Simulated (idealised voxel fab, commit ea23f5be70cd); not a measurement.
This is a process module. Its name is voxel transistor to metal.
Each square cell in cross-section cut measures 5 nm, and the section as a whole is 145 nm wide.
Notation: cross-section as square-cell grid; stated in bands, top first, going down; one or more cell rows per band. In this notation a band is specified by the heights of its top and bottom, in that order and in nm, after which its materials appear from left to right, each paired with its width in nm. The word "everywhere" attached to a single material means that material fills the band from edge to edge; the word "empty" stands for empty space. A quick word on heights: they are counted from 0, and under that level the wafer as it came to us is one material throughout. The lowest band is different from the rest in having no bottom; it simply continues downward, written as in "0 and below". You'd read "30 to 40" like this: the band's top row of cells is as wide as the first number, its bottom row is as wide as the second, and going down, every row changes width by the same amount as the row before did. Where a step carries "changes: none", the cross-section came out of it unchanged, cell for cell. The label "Sealed void inventory" introduces a list of the empty spaces, 8 cells or larger, that have no open way up to the top; each entry in it reads width x height at distance, where the distance is taken from the left edge and all three are stated in nm. Read whatever lies past the settings on a step's line as the simulator's own remark about the step. overlay nm: mask offset rightward from planned place, masked step; negative means leftward offset. Every pair from here on: before one process step, after it. The after cross-section reaches only to the lowest band that changed. Below the pair: the step in between and its settings. Pairs can belong to different runs of this module on the same starting wafer; a pair carries on from the pair above only if the entry headed "Ahead of processing" says so.

### Ahead of processing
    65 down to 40  SiO2 everywhere
    40 down to 35  SiCN everywhere
    35 down to 20  25 nm SiO2, 5 nm TiN, 5 nm Ru, 5 nm TiN, 65 nm SiO2, 5 nm TiN, 5 nm Ru, 5 nm TiN, 25 nm SiO2
    20 down to 0  25 nm SiO2, 5 nm TiN, 5 nm Ru, 5 nm TiN, 10 nm SiO2, 5 nm SiN, 5 nm HfO2, 5 nm TiN, 15 nm W, 5 nm TiN, 5 nm HfO2, 5 nm SiN, 10 nm SiO2, 5 nm TiN, 5 nm Ru, 5 nm TiN, 25 nm SiO2
    0 down to -5  25 nm SiO2, 5 nm TiN, 5 nm Ru, 5 nm TiN, 10 nm SiO2, 5 nm SiN, 5 nm HfO2, 25 nm TiN, 5 nm HfO2, 5 nm SiN, 10 nm SiO2, 5 nm TiN, 5 nm Ru, 5 nm TiN, 25 nm SiO2
    -5 down to -10  25 nm SiO2, 15 nm TiN, 5 nm SiO2, 5 nm SiGe, 45 nm HfO2, 5 nm SiGe, 5 nm SiO2, 15 nm TiN, 25 nm SiO2
    -10 down to -15  20 nm SiO2, 30 nm SiGe, 45 nm Si, 30 nm SiGe, 20 nm SiO2
    -15 down to -30  20 nm SiO2, 105 nm Si, 20 nm SiO2
    -30 and below  Si everywhere
    Sealed void inventory: none

### Post-Step Section View
    65 down to 40  25 nm SiO2, 20 nm empty, 60 nm SiO2, 20 nm empty, 20 nm SiO2
    below 40: unchanged
    Sealed void inventory: none
Transition step, before and after shown above: MASKED_ETCH: tone open, mask id METAL_1, width nm 20, pitch nm 80, etch materials SiO2, depth nm 25, overlay nm 0

Ahead of processing: For the state before this step, see the after cross-section of the pair located directly above.

### Post-Step Section View
    65 down to 40  25 nm SiO2, 20 nm empty, 60 nm SiO2, 20 nm empty, 20 nm SiO2
    40 down to 35  25 nm SiCN, 15 nm empty, 65 nm SiCN, 15 nm empty, 25 nm SiCN
    below 35: unchanged
    Sealed void inventory: none
Transition step, before and after shown above: MASKED_ETCH: tone open, mask id METAL_1, width nm 15, pitch nm 80, etch materials SiCN, depth nm 5, overlay nm 0

Ahead of processing: For the state before this step, see the after cross-section of the pair located directly above.

### Post-Step Section View
    70 down to 65  30 nm TiN, 10 nm empty, 70 nm TiN, 10 nm empty, 25 nm TiN
    65 down to 45  25 nm SiO2, 5 nm TiN, 10 nm empty, 5 nm TiN, 60 nm SiO2, 5 nm TiN, 10 nm empty, 5 nm TiN, 20 nm SiO2
    45 down to 40  25 nm SiO2, 5 nm TiN, 5 nm empty, 10 nm TiN, 60 nm SiO2, 5 nm TiN, 5 nm empty, 10 nm TiN, 20 nm SiO2
    40 down to 35  25 nm SiCN, 15 nm TiN, 65 nm SiCN, 15 nm TiN, 25 nm SiCN
    below 35: unchanged
    Sealed void inventory: none
Transition step, before and after shown above: CONFORMAL_DEP: material TiN, thk nm 5

Ahead of processing: For the state before this step, see the after cross-section of the pair located directly above.

### Post-Step Section View
    75 down to 70  Ru everywhere
    70 down to 65  30 nm TiN, 10 nm Ru, 70 nm TiN, 10 nm Ru, 25 nm TiN
    65 down to 45  25 nm SiO2, 5 nm TiN, 10 nm Ru, 5 nm TiN, 60 nm SiO2, 5 nm TiN, 10 nm Ru, 5 nm TiN, 20 nm SiO2
    45 down to 40  25 nm SiO2, 5 nm TiN, 5 nm Ru, 10 nm TiN, 60 nm SiO2, 5 nm TiN, 5 nm Ru, 10 nm TiN, 20 nm SiO2
    below 40: unchanged
    Sealed void inventory: none
Transition step, before and after shown above: FILL_DEP: material Ru, thk nm 5

Ahead of processing: For the state before this step, see the after cross-section of the pair located directly above.

### Post-Step Section View
    65 down to 45  25 nm SiO2, 5 nm TiN, 10 nm Ru, 5 nm TiN, 60 nm SiO2, 5 nm TiN, 10 nm Ru, 5 nm TiN, 20 nm SiO2
    below 45: unchanged
    Sealed void inventory: none
Transition step, before and after shown above: CMP: height nm 65

Ahead of processing: For the state before this step, see the after cross-section of the pair located directly above.

### Post-Step Section View
    70 down to 65  20 nm empty, 30 nm Ru, 50 nm empty, 30 nm Ru, 15 nm empty
    below 65: unchanged
    Sealed void inventory: none
Transition step, before and after shown above: EPI: material Ru, thk nm 5

Ahead of processing: For the state before this step, see the after cross-section of the pair located directly above.

### Post-Step Section View
    75 down to 70  SiCN everywhere
    70 down to 65  20 nm SiCN, 30 nm Ru, 50 nm SiCN, 30 nm Ru, 15 nm SiCN
    below 65: unchanged
    Sealed void inventory: none
Transition step, before and after shown above: FILL_DEP: material SiCN, thk nm 5

### Ahead of processing
    65 down to 40  25 nm SiO2, 15 nm empty, 65 nm SiO2, 15 nm empty, 25 nm SiO2
    40 down to 35  SiCN everywhere
    35 down to 20  25 nm SiO2, 5 nm TiN, 5 nm Ru, 5 nm TiN, 65 nm SiO2, 5 nm TiN, 5 nm Ru, 5 nm TiN, 25 nm SiO2
    20 down to 0  25 nm SiO2, 5 nm TiN, 5 nm Ru, 5 nm TiN, 10 nm SiO2, 5 nm SiN, 5 nm HfO2, 5 nm TiN, 15 nm W, 5 nm TiN, 5 nm HfO2, 5 nm SiN, 10 nm SiO2, 5 nm TiN, 5 nm Ru, 5 nm TiN, 25 nm SiO2
    0 down to -5  25 nm SiO2, 5 nm TiN, 5 nm Ru, 5 nm TiN, 10 nm SiO2, 5 nm SiN, 5 nm HfO2, 25 nm TiN, 5 nm HfO2, 5 nm SiN, 10 nm SiO2, 5 nm TiN, 5 nm Ru, 5 nm TiN, 25 nm SiO2
    -5 down to -10  25 nm SiO2, 15 nm TiN, 5 nm SiO2, 5 nm SiGe, 45 nm HfO2, 5 nm SiGe, 5 nm SiO2, 15 nm TiN, 25 nm SiO2
    -10 down to -15  20 nm SiO2, 30 nm SiGe, 45 nm Si, 30 nm SiGe, 20 nm SiO2
    -15 down to -30  20 nm SiO2, 105 nm Si, 20 nm SiO2
    -30 and below  Si everywhere
    Sealed void inventory: none

### Post-Step Section View
    65 down to 40  25 nm SiO2, 15 nm empty, 65 nm SiO2, 15 nm empty, 25 nm SiO2
    40 down to 35  25 nm SiCN, 10 nm empty, 70 nm SiCN, 10 nm empty, 30 nm SiCN
    below 35: unchanged
    Sealed void inventory: none
Transition step, before and after shown above: MASKED_ETCH: tone open, mask id METAL_1, width nm 15, pitch nm 80, etch materials SiCN, depth nm 5, overlay nm -5

Ahead of processing: For the state before this step, see the after cross-section of the pair located directly above.

### Post-Step Section View
    70 down to 65  30 nm TiN, 5 nm empty, 75 nm TiN, 5 nm empty, 30 nm TiN
    65 down to 45  25 nm SiO2, 5 nm TiN, 5 nm empty, 5 nm TiN, 65 nm SiO2, 5 nm TiN, 5 nm empty, 5 nm TiN, 25 nm SiO2
    45 down to 40  25 nm SiO2, 15 nm TiN, 65 nm SiO2, 15 nm TiN, 25 nm SiO2
    40 down to 35  25 nm SiCN, 10 nm TiN, 70 nm SiCN, 10 nm TiN, 30 nm SiCN
    below 35: unchanged
    Sealed void inventory: none
Transition step, before and after shown above: CONFORMAL_DEP: material TiN, thk nm 5

Ahead of processing: For the state before this step, see the after cross-section of the pair located directly above.

### Post-Step Section View
    75 down to 70  Ru everywhere
    70 down to 65  30 nm TiN, 5 nm Ru, 75 nm TiN, 5 nm Ru, 30 nm TiN
    65 down to 45  25 nm SiO2, 5 nm TiN, 5 nm Ru, 5 nm TiN, 65 nm SiO2, 5 nm TiN, 5 nm Ru, 5 nm TiN, 25 nm SiO2
    below 45: unchanged
    Sealed void inventory: none
Transition step, before and after shown above: FILL_DEP: material Ru, thk nm 5

Ahead of processing: For the state before this step, see the after cross-section of the pair located directly above.

### Post-Step Section View
    65 down to 45  25 nm SiO2, 5 nm TiN, 5 nm Ru, 5 nm TiN, 65 nm SiO2, 5 nm TiN, 5 nm Ru, 5 nm TiN, 25 nm SiO2
    below 45: unchanged
    Sealed void inventory: none
Transition step, before and after shown above: CMP: height nm 65

Ahead of processing: For the state before this step, see the after cross-section of the pair located directly above.

### Post-Step Section View
    70 down to 65  20 nm empty, 25 nm Ru, 55 nm empty, 25 nm Ru, 20 nm empty
    below 65: unchanged
    Sealed void inventory: none
Transition step, before and after shown above: EPI: material Ru, thk nm 5

Ahead of processing: For the state before this step, see the after cross-section of the pair located directly above.

### Post-Step Section View
    75 down to 70  SiCN everywhere
    70 down to 65  20 nm SiCN, 25 nm Ru, 55 nm SiCN, 25 nm Ru, 20 nm SiCN
    below 65: unchanged
    Sealed void inventory: none
Transition step, before and after shown above: FILL_DEP: material SiCN, thk nm 5

### Ahead of processing
    70 down to 65  30 nm TiN, 5 nm empty, 75 nm TiN, 5 nm empty, 30 nm TiN
    65 down to 40  25 nm SiO2, 5 nm TiN, 5 nm empty, 5 nm TiN, 65 nm SiO2, 5 nm TiN, 5 nm empty, 5 nm TiN, 25 nm SiO2
    40 down to 35  25 nm SiCN, 15 nm TiN, 65 nm SiCN, 15 nm TiN, 25 nm SiCN
    35 down to 20  25 nm SiO2, 5 nm TiN, 5 nm Ru, 5 nm TiN, 65 nm SiO2, 5 nm TiN, 5 nm Ru, 5 nm TiN, 25 nm SiO2
    20 down to 0  25 nm SiO2, 5 nm TiN, 5 nm Ru, 5 nm TiN, 10 nm SiO2, 5 nm SiN, 5 nm HfO2, 5 nm TiN, 15 nm W, 5 nm TiN, 5 nm HfO2, 5 nm SiN, 10 nm SiO2, 5 nm TiN, 5 nm Ru, 5 nm TiN, 25 nm SiO2
    0 down to -5  25 nm SiO2, 5 nm TiN, 5 nm Ru, 5 nm TiN, 10 nm SiO2, 5 nm SiN, 5 nm HfO2, 25 nm TiN, 5 nm HfO2, 5 nm SiN, 10 nm SiO2, 5 nm TiN, 5 nm Ru, 5 nm TiN, 25 nm SiO2
    -5 down to -10  25 nm SiO2, 15 nm TiN, 5 nm SiO2, 5 nm SiGe, 45 nm HfO2, 5 nm SiGe, 5 nm SiO2, 15 nm TiN, 25 nm SiO2
    -10 down to -15  20 nm SiO2, 30 nm SiGe, 45 nm Si, 30 nm SiGe, 20 nm SiO2
    -15 down to -30  20 nm SiO2, 105 nm Si, 20 nm SiO2
    -30 and below  Si everywhere
    Sealed void inventory: none

### Post-Step Section View
    75 down to 70  W everywhere
    70 down to 65  30 nm TiN, 5 nm W, 75 nm TiN, 5 nm W, 30 nm TiN
    65 down to 40  25 nm SiO2, 5 nm TiN, 5 nm W, 5 nm TiN, 65 nm SiO2, 5 nm TiN, 5 nm W, 5 nm TiN, 25 nm SiO2
    below 40: unchanged
    Sealed void inventory: none
Transition step, before and after shown above: FILL_DEP: material W, thk nm 5

Ahead of processing: For the state before this step, see the after cross-section of the pair located directly above.

### Post-Step Section View
    65 down to 40  25 nm SiO2, 5 nm TiN, 5 nm W, 5 nm TiN, 65 nm SiO2, 5 nm TiN, 5 nm W, 5 nm TiN, 25 nm SiO2
    below 40: unchanged
    Sealed void inventory: none
Transition step, before and after shown above: CMP: height nm 65

Ahead of processing: For the state before this step, see the after cross-section of the pair located directly above.

### Post-Step Section View
    70 down to 65  20 nm empty, 25 nm Ru, 55 nm empty, 25 nm Ru, 20 nm empty
    below 65: unchanged
    Sealed void inventory: none
Transition step, before and after shown above: EPI: material Ru, thk nm 5

Ahead of processing: For the state before this step, see the after cross-section of the pair located directly above.

### Post-Step Section View
    75 down to 70  SiCN everywhere
    70 down to 65  20 nm SiCN, 25 nm Ru, 55 nm SiCN, 25 nm Ru, 20 nm SiCN
    below 65: unchanged
    Sealed void inventory: none
Transition step, before and after shown above: FILL_DEP: material SiCN, thk nm 5

### Ahead of processing
    20 down to 10  aC everywhere
    10 down to 0  SiN everywhere
    0 down to -5  SiO2 everywhere
    -5 and below  Si everywhere
    Sealed void inventory: none

### Post-Step Section View
    50 down to 20  20 nm resist, 105 nm empty, 20 nm resist
    below 20: unchanged
    Sealed void inventory: none
Transition step, before and after shown above: PATTERN: tone open, mask id ACTIVE, material resist, width nm 105, thk nm 30, overlay nm 0

Ahead of processing: For the state before this step, see the after cross-section of the pair located directly above.

### Post-Step Section View
    40 down to 20  20 nm resist, 105 nm empty, 20 nm resist
    20 down to 10  20 nm aC, 105 nm empty, 20 nm aC
    below 10: unchanged
    Sealed void inventory: none
Transition step, before and after shown above: DIRECTIONAL_ETCH: etch materials aC, depth nm 10

Ahead of processing: For the state before this step, see the after cross-section of the pair located directly above.

### Post-Step Section View
    20 down to 10  20 nm aC, 105 nm empty, 20 nm aC
    below 10: unchanged
    Sealed void inventory: none
Transition step, before and after shown above: STRIP: etch materials resist

Ahead of processing: For the state before this step, see the after cross-section of the pair located directly above.

### Post-Step Section View
    20 down to 10  20 nm aC, 105 nm empty, 20 nm aC
    10 down to 0  20 nm SiN, 105 nm empty, 20 nm SiN
    below 0: unchanged
    Sealed void inventory: none
Transition step, before and after shown above: DIRECTIONAL_ETCH: etch materials SiN, depth nm 10

Ahead of processing: For the state before this step, see the after cross-section of the pair located directly above.

### Post-Step Section View
    20 down to 10  20 nm aC, 105 nm empty, 20 nm aC
    10 down to 0  20 nm SiN, 105 nm empty, 20 nm SiN
    0 down to -5  20 nm SiO2, 105 nm empty, 20 nm SiO2
    below -5: unchanged
    Sealed void inventory: none
Transition step, before and after shown above: DIRECTIONAL_ETCH: etch materials SiO2, depth nm 5

Ahead of processing: For the state before this step, see the after cross-section of the pair located directly above.

### Post-Step Section View
    20 down to 10  20 nm aC, 105 nm empty, 20 nm aC
    10 down to 0  20 nm SiN, 105 nm empty, 20 nm SiN
    0 down to -5  20 nm SiO2, 105 nm empty, 20 nm SiO2
    -5 down to -30  20 nm Si, 105 nm empty, 20 nm Si
    below -30: unchanged
    Sealed void inventory: none
Transition step, before and after shown above: DIRECTIONAL_ETCH: etch materials Si, depth nm 25

Ahead of processing: For the state before this step, see the after cross-section of the pair located directly above.

### Post-Step Section View
    10 down to 0  20 nm SiN, 105 nm empty, 20 nm SiN
    below 0: unchanged
    Sealed void inventory: none
Transition step, before and after shown above: STRIP: etch materials aC

Ahead of processing: For the state before this step, see the after cross-section of the pair located directly above.

### Post-Step Section View
    15 down to 10  SiO2 everywhere
    10 down to 0  20 nm SiN, 105 nm SiO2, 20 nm SiN
    0 down to -5  SiO2 everywhere
    -5 down to -30  20 nm Si, 105 nm SiO2, 20 nm Si
    below -30: unchanged
    Sealed void inventory: none
Transition step, before and after shown above: FILL_DEP: material SiO2, thk nm 5

Ahead of processing: For the state before this step, see the after cross-section of the pair located directly above.

### Post-Step Section View
    10 down to 0  20 nm SiN, 105 nm SiO2, 20 nm SiN
    below 0: unchanged
    Sealed void inventory: none
Transition step, before and after shown above: CMP: height nm 10

Ahead of processing: For the state before this step, see the after cross-section of the pair located directly above.

### Post-Step Section View
    10 down to 0  20 nm SiN, 105 nm empty, 20 nm SiN
    below 0: unchanged
    Sealed void inventory: none
Transition step, before and after shown above: SELECTIVE_ETCH: etch materials SiO2, depth nm 10

Ahead of processing: For the state before this step, see the after cross-section of the pair located directly above.

### Post-Step Section View
    0 down to -5  SiO2 everywhere
    below -5: unchanged
    Sealed void inventory: none
Transition step, before and after shown above: STRIP: etch materials SiN

Ahead of processing: For the state before this step, see the after cross-section of the pair located directly above.

### Post-Step Section View
    -5 down to -30  20 nm Si, 105 nm SiO2, 20 nm Si
    below -30: unchanged
    Sealed void inventory: none
Transition step, before and after shown above: SELECTIVE_ETCH: etch materials SiO2, depth nm 5

Ahead of processing: For the state before this step, see the after cross-section of the pair located directly above.

### Post-Step Section View
    -5 down to -10  SiO2 everywhere
    below -10: unchanged
    Sealed void inventory: none
Transition step, before and after shown above: OXIDIZE: depth nm 5

Ahead of processing: For the state before this step, see the after cross-section of the pair located directly above.

### Post-Step Section View
    25 down to -5  polySi everywhere
    below -5: unchanged
    Sealed void inventory: none
Transition step, before and after shown above: DIRECTIONAL_DEP: material polySi, thk nm 30

Ahead of processing: For the state before this step, see the after cross-section of the pair located directly above.

### Post-Step Section View
    35 down to 25  SiCN everywhere
    below 25: unchanged
    Sealed void inventory: none
Transition step, before and after shown above: DIRECTIONAL_DEP: material SiCN, thk nm 10

Ahead of processing: For the state before this step, see the after cross-section of the pair located directly above.

### Post-Step Section View
    50 down to 35  aC everywhere
    below 35: unchanged
    Sealed void inventory: none
Transition step, before and after shown above: DIRECTIONAL_DEP: material aC, thk nm 15

Ahead of processing: For the state before this step, see the after cross-section of the pair located directly above.

### Post-Step Section View
    80 down to 50  55 nm empty, 35 nm resist, 55 nm empty
    below 50: unchanged
    Sealed void inventory: none
Transition step, before and after shown above: PATTERN: tone cover, mask id GATE, material resist, width nm 35, thk nm 30, overlay nm 0

Ahead of processing: For the state before this step, see the after cross-section of the pair located directly above.

### Post-Step Section View
    65 down to 50  55 nm empty, 35 nm resist, 55 nm empty
    50 down to 35  55 nm empty, 35 nm aC, 55 nm empty
    below 35: unchanged
    Sealed void inventory: none
Transition step, before and after shown above: DIRECTIONAL_ETCH: etch materials aC, depth nm 15

Ahead of processing: For the state before this step, see the after cross-section of the pair located directly above.

### Post-Step Section View
    50 down to 35  55 nm empty, 35 nm aC, 55 nm empty
    below 35: unchanged
    Sealed void inventory: none
Transition step, before and after shown above: STRIP: etch materials resist

Ahead of processing: For the state before this step, see the after cross-section of the pair located directly above.

### Post-Step Section View
    50 down to 35  55 nm empty, 35 nm aC, 55 nm empty
    35 down to 25  55 nm empty, 35 nm SiCN, 55 nm empty
    below 25: unchanged
    Sealed void inventory: none
Transition step, before and after shown above: DIRECTIONAL_ETCH: etch materials SiCN, depth nm 20

Ahead of processing: For the state before this step, see the after cross-section of the pair located directly above.

### Post-Step Section View
    50 down to 35  55 nm empty, 35 nm aC, 55 nm empty
    35 down to 25  55 nm empty, 35 nm SiCN, 55 nm empty
    25 down to -5  55 nm empty, 35 nm polySi, 55 nm empty
    below -5: unchanged
    Sealed void inventory: none
Transition step, before and after shown above: DIRECTIONAL_ETCH: etch materials polySi, depth nm 40

Ahead of processing: For the state before this step, see the after cross-section of the pair located directly above.

### Post-Step Section View
    35 down to 25  55 nm empty, 35 nm SiCN, 55 nm empty
    below 25: unchanged
    Sealed void inventory: none
Transition step, before and after shown above: STRIP: etch materials aC

Ahead of processing: For the state before this step, see the after cross-section of the pair located directly above.

### Post-Step Section View
    40 down to 35  50 nm empty, 45 nm SiN, 50 nm empty
    35 down to 25  50 nm empty, 5 nm SiN, 35 nm SiCN, 5 nm SiN, 50 nm empty
    25 down to 0  50 nm empty, 5 nm SiN, 35 nm polySi, 5 nm SiN, 50 nm empty
    0 down to -5  55 nm SiN, 35 nm polySi, 55 nm SiN
    below -5: unchanged
    Sealed void inventory: none
Transition step, before and after shown above: CONFORMAL_DEP: material SiN, thk nm 5

Ahead of processing: For the state before this step, see the after cross-section of the pair located directly above.

### Post-Step Section View
    35 down to 25  50 nm empty, 5 nm SiN, 35 nm SiCN, 5 nm SiN, 50 nm empty
    25 down to -5  50 nm empty, 5 nm SiN, 35 nm polySi, 5 nm SiN, 50 nm empty
    below -5: unchanged
    Sealed void inventory: none
Transition step, before and after shown above: DIRECTIONAL_ETCH: etch materials SiN, depth nm 5

Ahead of processing: For the state before this step, see the after cross-section of the pair located directly above.

### Post-Step Section View
    35 down to 25  50 nm empty, 5 nm SiN, 35 nm SiCN, 5 nm SiN, 50 nm empty
    25 down to -5  50 nm empty, 5 nm SiN, 35 nm polySi, 5 nm SiN, 50 nm empty
    -5 down to -10  50 nm empty, 45 nm SiO2, 50 nm empty
    below -10: unchanged
    Sealed void inventory: none
Transition step, before and after shown above: DIRECTIONAL_ETCH: etch materials SiO2, depth nm 5

Ahead of processing: For the state before this step, see the after cross-section of the pair located directly above.

### Post-Step Section View
    35 down to 25  50 nm empty, 5 nm SiN, 35 nm SiCN, 5 nm SiN, 50 nm empty
    25 down to -5  50 nm empty, 5 nm SiN, 35 nm polySi, 5 nm SiN, 50 nm empty
    -5 down to -15  50 to 20 nm empty, 45 to 105 nm SiO2, 50 to 20 nm empty
    below -15: unchanged
    Sealed void inventory: none
Transition step, before and after shown above: DIRECTIONAL_ETCH: etch materials Si, depth nm 5

Ahead of processing: For the state before this step, see the after cross-section of the pair located directly above.

### Post-Step Section View
    35 down to 25  50 nm empty, 5 nm SiN, 35 nm SiCN, 5 nm SiN, 50 nm empty
    25 down to -5  50 nm empty, 5 nm SiN, 35 nm polySi, 5 nm SiN, 50 nm empty
    -5 down to -10  50 nm empty, 45 nm SiO2, 50 nm empty
    -10 down to -15  20 nm SiGe, 105 nm SiO2, 20 nm SiGe
    below -15: unchanged
    Sealed void inventory: none
Transition step, before and after shown above: EPI: material SiGe, thk nm 5

Ahead of processing: For the state before this step, see the after cross-section of the pair located directly above.

### Post-Step Section View
    45 down to 35  SiO2 everywhere
    35 down to 25  50 nm SiO2, 5 nm SiN, 35 nm SiCN, 5 nm SiN, 50 nm SiO2
    25 down to -5  50 nm SiO2, 5 nm SiN, 35 nm polySi, 5 nm SiN, 50 nm SiO2
    -5 down to -10  SiO2 everywhere
    below -10: unchanged
    Sealed void inventory: none
Transition step, before and after shown above: FILL_DEP: material SiO2, thk nm 10

Ahead of processing: For the state before this step, see the after cross-section of the pair located directly above.

### Post-Step Section View
    25 down to -5  50 nm SiO2, 5 nm SiN, 35 nm polySi, 5 nm SiN, 50 nm SiO2
    below -5: unchanged
    Sealed void inventory: none
Transition step, before and after shown above: CMP: height nm 25

Ahead of processing: For the state before this step, see the after cross-section of the pair located directly above.

### Post-Step Section View
    25 down to -5  50 nm SiO2, 5 nm SiN, 35 nm empty, 5 nm SiN, 50 nm SiO2
    below -5: unchanged
    Sealed void inventory: none
Transition step, before and after shown above: STRIP: etch materials polySi

Ahead of processing: For the state before this step, see the after cross-section of the pair located directly above.

### Post-Step Section View
    25 down to 20  50 nm empty, 5 nm SiN, 35 nm empty, 5 nm SiN, 50 nm empty
    20 down to -5  50 nm SiO2, 5 nm SiN, 35 nm empty, 5 nm SiN, 50 nm SiO2
    -5 down to -10  50 nm SiO2, 45 nm empty, 50 nm SiO2
    below -10: unchanged
    Sealed void inventory: none
Transition step, before and after shown above: SELECTIVE_ETCH: etch materials SiO2, depth nm 5

Ahead of processing: For the state before this step, see the after cross-section of the pair located directly above.

### Post-Step Section View
    30 down to 25  45 nm empty, 15 nm HfO2, 25 nm empty, 15 nm HfO2, 45 nm empty
    25 down to 20  50 nm HfO2, 5 nm SiN, 5 nm HfO2, 25 nm empty, 5 nm HfO2, 5 nm SiN, 50 nm HfO2
    20 down to -5  50 nm SiO2, 5 nm SiN, 5 nm HfO2, 25 nm empty, 5 nm HfO2, 5 nm SiN, 50 nm SiO2
    -5 down to -10  50 nm SiO2, 45 nm HfO2, 50 nm SiO2
    below -10: unchanged
    Sealed void inventory: none
Transition step, before and after shown above: CONFORMAL_DEP: material HfO2, thk nm 5

Ahead of processing: For the state before this step, see the after cross-section of the pair located directly above.

### Post-Step Section View
    35 down to 30  40 nm empty, 25 nm TiN, 15 nm empty, 25 nm TiN, 40 nm empty
    30 down to 25  45 nm TiN, 15 nm HfO2, 5 nm TiN, 15 nm empty, 5 nm TiN, 15 nm HfO2, 45 nm TiN
    25 down to 20  50 nm HfO2, 5 nm SiN, 5 nm HfO2, 5 nm TiN, 15 nm empty, 5 nm TiN, 5 nm HfO2, 5 nm SiN, 50 nm HfO2
    20 down to 0  50 nm SiO2, 5 nm SiN, 5 nm HfO2, 5 nm TiN, 15 nm empty, 5 nm TiN, 5 nm HfO2, 5 nm SiN, 50 nm SiO2
    0 down to -5  50 nm SiO2, 5 nm SiN, 5 nm HfO2, 25 nm TiN, 5 nm HfO2, 5 nm SiN, 50 nm SiO2
    below -5: unchanged
    Sealed void inventory: none
Transition step, before and after shown above: CONFORMAL_DEP: material TiN, thk nm 5

Ahead of processing: For the state before this step, see the after cross-section of the pair located directly above.

### Post-Step Section View
    40 down to 35  W everywhere
    35 down to 30  40 nm W, 25 nm TiN, 15 nm W, 25 nm TiN, 40 nm W
    30 down to 25  45 nm TiN, 15 nm HfO2, 5 nm TiN, 15 nm W, 5 nm TiN, 15 nm HfO2, 45 nm TiN
    25 down to 20  50 nm HfO2, 5 nm SiN, 5 nm HfO2, 5 nm TiN, 15 nm W, 5 nm TiN, 5 nm HfO2, 5 nm SiN, 50 nm HfO2
    20 down to 0  50 nm SiO2, 5 nm SiN, 5 nm HfO2, 5 nm TiN, 15 nm W, 5 nm TiN, 5 nm HfO2, 5 nm SiN, 50 nm SiO2
    below 0: unchanged
    Sealed void inventory: none
Transition step, before and after shown above: FILL_DEP: material W, thk nm 5

Ahead of processing: For the state before this step, see the after cross-section of the pair located directly above.

### Post-Step Section View
    20 down to 0  50 nm SiO2, 5 nm SiN, 5 nm HfO2, 5 nm TiN, 15 nm W, 5 nm TiN, 5 nm HfO2, 5 nm SiN, 50 nm SiO2
    below 0: unchanged
    Sealed void inventory: none
Transition step, before and after shown above: CMP: height nm 20

Ahead of processing: For the state before this step, see the after cross-section of the pair located directly above.

### Post-Step Section View
    35 down to 20  SiO2 everywhere
    below 20: unchanged
    Sealed void inventory: none
Transition step, before and after shown above: DIRECTIONAL_DEP: material SiO2, thk nm 15

Ahead of processing: For the state before this step, see the after cross-section of the pair located directly above.

### Post-Step Section View
    45 down to 35  aC everywhere
    below 35: unchanged
    Sealed void inventory: none
Transition step, before and after shown above: DIRECTIONAL_DEP: material aC, thk nm 10

Ahead of processing: For the state before this step, see the after cross-section of the pair located directly above.

### Post-Step Section View
    75 down to 45  25 nm resist, 15 nm empty, 65 nm resist, 15 nm empty, 25 nm resist
    below 45: unchanged
    Sealed void inventory: none
Transition step, before and after shown above: PATTERN: tone open, mask id CONTACT, material resist, width nm 15, pitch nm 80, thk nm 30, overlay nm 0

Ahead of processing: For the state before this step, see the after cross-section of the pair located directly above.

### Post-Step Section View
    65 down to 45  25 nm resist, 15 nm empty, 65 nm resist, 15 nm empty, 25 nm resist
    45 down to 35  25 nm aC, 15 nm empty, 65 nm aC, 15 nm empty, 25 nm aC
    below 35: unchanged
    Sealed void inventory: none
Transition step, before and after shown above: DIRECTIONAL_ETCH: etch materials aC, depth nm 10

Ahead of processing: For the state before this step, see the after cross-section of the pair located directly above.

### Post-Step Section View
    45 down to 35  25 nm aC, 15 nm empty, 65 nm aC, 15 nm empty, 25 nm aC
    below 35: unchanged
    Sealed void inventory: none
Transition step, before and after shown above: STRIP: etch materials resist

Ahead of processing: For the state before this step, see the after cross-section of the pair located directly above.

### Post-Step Section View
    45 down to 35  25 nm aC, 15 nm empty, 65 nm aC, 15 nm empty, 25 nm aC
    35 down to 20  25 nm SiO2, 15 nm empty, 65 nm SiO2, 15 nm empty, 25 nm SiO2
    20 down to 0  25 nm SiO2, 15 nm empty, 10 nm SiO2, 5 nm SiN, 5 nm HfO2, 5 nm TiN, 15 nm W, 5 nm TiN, 5 nm HfO2, 5 nm SiN, 10 nm SiO2, 15 nm empty, 25 nm SiO2
    0 down to -5  25 nm SiO2, 15 nm empty, 10 nm SiO2, 5 nm SiN, 5 nm HfO2, 25 nm TiN, 5 nm HfO2, 5 nm SiN, 10 nm SiO2, 15 nm empty, 25 nm SiO2
    -5 down to -10  25 nm SiO2, 15 nm empty, 10 nm SiO2, 45 nm HfO2, 10 nm SiO2, 15 nm empty, 25 nm SiO2
    below -10: unchanged
    Sealed void inventory: none
Transition step, before and after shown above: DIRECTIONAL_ETCH: etch materials SiO2, depth nm 45

Ahead of processing: For the state before this step, see the after cross-section of the pair located directly above.

### Post-Step Section View
    35 down to 20  25 nm SiO2, 15 nm empty, 65 nm SiO2, 15 nm empty, 25 nm SiO2
    below 20: unchanged
    Sealed void inventory: none
Transition step, before and after shown above: STRIP: etch materials aC

Ahead of processing: For the state before this step, see the after cross-section of the pair located directly above.

### Post-Step Section View
    40 down to 35  30 nm TiN, 5 nm empty, 75 nm TiN, 5 nm empty, 30 nm TiN
    35 down to 20  25 nm SiO2, 5 nm TiN, 5 nm empty, 5 nm TiN, 65 nm SiO2, 5 nm TiN, 5 nm empty, 5 nm TiN, 25 nm SiO2
    20 down to 0  25 nm SiO2, 5 nm TiN, 5 nm empty, 5 nm TiN, 10 nm SiO2, 5 nm SiN, 5 nm HfO2, 5 nm TiN, 15 nm W, 5 nm TiN, 5 nm HfO2, 5 nm SiN, 10 nm SiO2, 5 nm TiN, 5 nm empty, 5 nm TiN, 25 nm SiO2
    0 down to -5  25 nm SiO2, 5 nm TiN, 5 nm empty, 5 nm TiN, 10 nm SiO2, 5 nm SiN, 5 nm HfO2, 25 nm TiN, 5 nm HfO2, 5 nm SiN, 10 nm SiO2, 5 nm TiN, 5 nm empty, 5 nm TiN, 25 nm SiO2
    -5 down to -10  25 nm SiO2, 15 nm TiN, 10 nm SiO2, 45 nm HfO2, 10 nm SiO2, 15 nm TiN, 25 nm SiO2
    below -10: unchanged
    Sealed void inventory: none
Transition step, before and after shown above: CONFORMAL_DEP: material TiN, thk nm 5
